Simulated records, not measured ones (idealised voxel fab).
process module | voxel self aligned vias
cross-section cut | 300 nm wide | cells 5 nm
A cross-section is a grid of square cells, given in bands from the top down. A band is one or more rows of cells.
Each band's line starts with the height of the band's top and of its bottom, in nm. Then come its materials from left to right, each with its width in nm. One material with "throughout" fills the band from edge to edge. "air" is empty space.
Height 0 is the level under which the wafer as received is all one material. The lowest band goes on downwards, as in "0 down".
A width such as "30 to 40" changes by the same amount from each row of cells to the next, from the band's top row to its bottom row.
"no change" after a step means that no cell of the cross-section changed.
closed voids: empty space of 8 cells or more with no open way to the top, each as width x height at its distance from the left edge, in nm
after a step's settings: what the simulator itself notes on the step
overlay nm, on a step with a mask: how far to the right of its planned place the mask lay; to the left if negative
plan
1 op RECEIVE | material Si
2 op CONFORMAL_DEP | material SiO2 | thk nm 10
3 op CONFORMAL_DEP | material SiCN | thk nm 5
4 op DIRECTIONAL_DEP | material lowk | thk nm 25
5 op PATTERN | tone open | mask id LINES | material resist | width nm 25 | pitch nm 50 | thk nm 20 | overlay nm 0
6 op DIRECTIONAL_ETCH | etch materials lowk | depth nm 25
7 op STRIP | etch materials resist
8 op CONFORMAL_DEP | material TiN | thk nm 5
9 op FILL_DEP | material W | thk nm 5
10 op CMP | height nm 40
11 op SELECTIVE_ETCH | etch materials W Ru TiN | depth nm 5
12 op FILL_DEP | material SiN | thk nm 10
13 op CMP | height nm 40
14 op DIRECTIONAL_DEP | material lowk | thk nm 15
15 op MASKED_ETCH | tone open | mask id VIAS | width nm 35 | pitch nm 50 | etch materials lowk | depth nm 15 | overlay nm 0
16 op MASKED_ETCH | tone open | mask id VIAS | width nm 35 | pitch nm 50 | etch materials SiN | depth nm 5 | overlay nm 0
17 op CONFORMAL_DEP | material TiN | thk nm 5
18 op FILL_DEP | material Cu | thk nm 10
19 op CMP | height nm 55
20 op CONFORMAL_DEP | material SiN | thk nm 5
as received, after step 1
  0 down: Si throughout
  closed voids: none
first wafer at the end, as planned
  60 to 55: SiN throughout
  55 to 45: lowk 105 | TiN 5 | Cu 25 | TiN 5 | lowk 15 | TiN 5 | Cu 25 | TiN 5 | lowk 110
  45 to 40: lowk 105 | TiN 10 | Cu 15 | TiN 10 | lowk 15 | TiN 10 | Cu 15 | TiN 10 | lowk 110
  40 to 35: lowk 110 | TiN 25 | lowk 25 | TiN 25 | lowk 115
  35 to 20: lowk 110 | TiN 5 | W 15 | TiN 5 | lowk 25 | TiN 5 | W 15 | TiN 5 | lowk 115
  20 to 15: lowk 110 | TiN 25 | lowk 25 | TiN 25 | lowk 115
  15 to 10: SiCN throughout
  10 to 0: SiO2 throughout
  0 down: Si throughout
  closed voids: none
second wafer at the end: like start, like plan, one mistake
  60 to 55: SiN throughout
  55 to 45: Cu 100 | TiN 5 | lowk 35 | TiN 5 | Cu 5 | TiN 5 | lowk 35 | TiN 5 | Cu 105
  45 to 40: TiN 105 | lowk 35 | TiN 15 | lowk 35 | TiN 110
  40 to 35: lowk 110 | SiN 25 | lowk 25 | SiN 25 | lowk 115
  35 to 20: lowk 110 | TiN 5 | W 15 | TiN 5 | lowk 25 | TiN 5 | W 15 | TiN 5 | lowk 115
  20 to 15: lowk 110 | TiN 25 | lowk 25 | TiN 25 | lowk 115
  15 to 10: SiCN throughout
  10 to 0: SiO2 throughout
  0 down: Si throughout
  closed voids: none
what went wrong: step 15 ran as: op MASKED_ETCH | tone cover | mask id VIAS | width nm 35 | pitch nm 50 | etch materials lowk | depth nm 15 | overlay nm 0
at the end the second wafer has, in cells: 58 more of Cu | 10 more of SiN | 28 more of TiN | 96 fewer of lowk
